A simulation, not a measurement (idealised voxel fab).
Process module in this document: voxel capacitor over wiring
Section shown: cut. Width: 230 nm. Cell size: 5 nm, square.
Reading order for cross-sections: top band down to bottom band. Underlying form: a grid of square cells. Band size: one or more rows of cells. In this notation a band is specified by the heights of its top and bottom, in that order and in nm, after which its materials appear from left to right, each paired with its width in nm. The word "full width" attached to a single material means that material fills the band from edge to edge; the word "empty" stands for empty space. Height reference: 0 = level under which incoming wafer is all one material. Lowest band: no bottom, runs on downward, e.g. "from 0 down". Top row gets the first number, bottom row gets the second, and each row in between changes by the same step: that is how a band width like "30 to 40" works. What does "no modification" mean for a step? It means no cell of the cross-section changed in that step. The label "Closed cavities" introduces a list of the empty spaces, 8 cells or larger, that have no open way up to the top; each entry in it reads width x height at distance, where the distance is taken from the left edge and all three are stated in nm. On a step's line, text after the settings is the simulator commenting on that step. overlay nm: where the mask lay relative to plan, measured to the right, on steps with a mask; negatives go left.
Listed below are the process steps as planned
1,RECEIVE | material Si
2,CONFORMAL_DEP | material SiO2 | thk nm 10
3,DIRECTIONAL_DEP | material TiN | thk nm 5
4,DIRECTIONAL_DEP | material Ru | thk nm 25
5,DIRECTIONAL_DEP | material aC | thk nm 15
6,PATTERN | tone cover | mask id METAL_1 | material resist | width nm 25 | pitch nm 90 | thk nm 30 | overlay nm 0
7,DIRECTIONAL_ETCH | etch materials aC | depth nm 15
8,STRIP | etch materials resist
9,DIRECTIONAL_ETCH | etch materials Ru | depth nm 25
10,DIRECTIONAL_ETCH | etch materials TiN | depth nm 5
11,STRIP | etch materials aC
12,CONFORMAL_DEP | material SiCN | thk nm 5
13,FILL_DEP | material SiO2 | thk nm 10
14,CMP | height nm 40
15,CONFORMAL_DEP | material SiCN | thk nm 5
16,DIRECTIONAL_DEP | material SiO2 | thk nm 20
17,PATTERN | tone open | mask id PLUG_1 | material resist | width nm 15 | thk nm 15 | overlay nm 0
18,DIRECTIONAL_ETCH | etch materials SiO2 | depth nm 20
19,DIRECTIONAL_ETCH | etch materials SiCN | depth nm 5
20,STRIP | etch materials resist
21,CONFORMAL_DEP | material TiN | thk nm 5
22,FILL_DEP | material Ru | thk nm 5
23,CMP | height nm 65
24,DIRECTIONAL_DEP | material TiN | thk nm 5
25,DIRECTIONAL_DEP | material HfO2 | thk nm 5
26,DIRECTIONAL_DEP | material TiN | thk nm 5
27,DIRECTIONAL_DEP | material aC | thk nm 10
28,PATTERN | tone cover | mask id UPPER_PLATE | material resist | width nm 70 | thk nm 25 | overlay nm 0
29,DIRECTIONAL_ETCH | etch materials aC | depth nm 10
30,STRIP | etch materials resist
31,DIRECTIONAL_ETCH | etch materials TiN | depth nm 5
32,DIRECTIONAL_ETCH | etch materials HfO2 | depth nm 5
33,STRIP | etch materials aC
34,DIRECTIONAL_DEP | material aC | thk nm 10
35,PATTERN | tone cover | mask id LOWER_PLATE | material resist | width nm 80 | thk nm 30 | overlay nm 0
36,DIRECTIONAL_ETCH | etch materials aC | depth nm 10
37,STRIP | etch materials resist
38,DIRECTIONAL_ETCH | etch materials TiN | depth nm 5
39,STRIP | etch materials aC
40,FILL_DEP | material SiO2 | thk nm 15
41,CMP | height nm 90
42,PATTERN | tone open | mask id PLUG_2 | material resist | width nm 15 | thk nm 20 | overlay nm 0
43,DIRECTIONAL_ETCH | etch materials SiO2 | depth nm 10
44,STRIP | etch materials resist
45,CONFORMAL_DEP | material TiN | thk nm 5
46,FILL_DEP | material W | thk nm 10
47,CMP | height nm 90
48,CONFORMAL_DEP | material SiN | thk nm 5
As received (post step 1): cross-section
> from 0 down  Si full width
> Closed cavities: none
This is how the wafer looks in cross-section once the module is done, given the starting state and plan above and one mistake in carrying the plan out
> from 95 to 90  SiN full width
> from 90 to 85  75 SiO2 | 5 TiN | 5 W | 5 TiN | 140 SiO2
> from 85 to 75  75 to 65 SiO2 | 15 to 70 TiN | 140 to 95 SiO2
> from 75 to 70  65 SiO2 | 70 HfO2 | 95 SiO2
> from 70 to 65  60 SiO2 | 85 TiN | 85 SiO2
> from 65 to 45  65 SiO2 | 5 TiN | 5 Ru | 5 TiN | 150 SiO2
> from 45 to 40  65 SiCN | 15 TiN | 150 SiCN
> from 40 to 15  50 SiO2 | 5 SiCN | 25 Ru | 5 SiCN | 55 SiO2 | 5 SiCN | 25 Ru | 5 SiCN | 55 SiO2
> from 15 to 10  55 SiCN | 25 TiN | 65 SiCN | 25 TiN | 60 SiCN
> from 10 to 0  SiO2 full width
> from 0 down  Si full width
> Closed cavities: none
Heads up, the wafer didn't run the way we planned it: off-plan run, step 35, actual operation and settings PATTERN | tone cover | mask id LOWER_PLATE | material resist | width nm 85 | thk nm 30 | overlay nm 0
